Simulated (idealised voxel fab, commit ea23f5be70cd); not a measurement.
Process module, titled voxel double patterning
FYI the section here is cut, 265 nm wide, cells are 5 nm squares.
Just so we're on the same page, the cross-sections are grids of square cells, and they're listed out in bands top to bottom, each band one or more rows deep.
This entry defines a band. It first specifies the height of the band's top and the height of its bottom in nm, and then specifies the band's materials from left to right, stating each material with its width in nm. The word "edge to edge" identifies a single material that fills the band from edge to edge, while the word "empty" identifies empty space.
Beneath 0, the wafer as received is one material, and that level is where height counting begins. The lowest band goes on downward without a bottom; it is written like "top 0, no bottom".
The expression "30..40" gives the width at the extremes of the band, the first number at its top row of cells and the second at its bottom row, with the width changing by equal amounts from each row to the next in between.
"left unchanged" means the step left every cell of the cross-section as it was.
Voids not open to the top, 8 cells minimum: see "Enclosed internal voids". Written width x height at distance; distance is from the left edge; nm.
It should be noted that, on the line of a given step, the content following the step's settings is a remark produced by the simulator itself with respect to that step.
The "overlay nm" setting may appear on a step's line; for a step that uses a mask, it gives how far to the right of its planned position the mask lay, and a negative value indicates the left.
Steps planned for the process
1,RECEIVE [material Si]
2,CONFORMAL_DEP [material SiO2] [thk nm 5]
3,DIRECTIONAL_DEP [material TiN] [thk nm 15]
4,DIRECTIONAL_DEP [material SiN] [thk nm 5]
5,MASKED_ETCH [tone open] [mask id FIRST] [width nm 15] [pitch nm 50] [etch materials SiN] [depth nm 5] [overlay nm 0]
6,PATTERN [tone open] [mask id SECOND] [material resist] [width nm 15] [pitch nm 50] [thk nm 15] [overlay nm 0]
7,DIRECTIONAL_ETCH [etch materials SiN] [depth nm 5]
8,STRIP [etch materials resist]
9,DIRECTIONAL_ETCH [etch materials TiN] [depth nm 15]
10,STRIP [etch materials SiN]
Cross-section: wafer on arrival = after step 1
    top 0, no bottom  Si edge to edge
    Enclosed internal voids: none
End-of-module XS, first of two wafers, run as planned
    top 20, bottom 5  75 of TiN / 15 of empty / 10 of TiN / 15 of empty / 10 of TiN / 15 of empty / 10 of TiN / 15 of empty / 10 of TiN / 15 of empty / 75 of TiN
    top 5, bottom 0  SiO2 edge to edge
    top 0, no bottom  Si edge to edge
    Enclosed internal voids: none
The second wafer, shown in cross-section after the module: started the same way as the first and given the same plan, yet one mistake crept into how it was run
    top 20, bottom 5  70 of TiN / 25 of empty / 5 of TiN / 15 of empty / 5 of TiN / 25 of empty / 5 of TiN / 15 of empty / 5 of TiN / 25 of empty / 70 of TiN
    top 5, bottom 0  SiO2 edge to edge
    top 0, no bottom  Si edge to edge
    Enclosed internal voids: none
Heads up, the wafer didn't run the way we planned it: step 5 was processed under conditions differing from the plan, specifically as MASKED_ETCH [tone open] [mask id FIRST] [width nm 25] [pitch nm 50] [etch materials SiN] [depth nm 5] [overlay nm 0]
Final difference in cells, second wafer against first, listed per material as more or fewer: -18 TiN
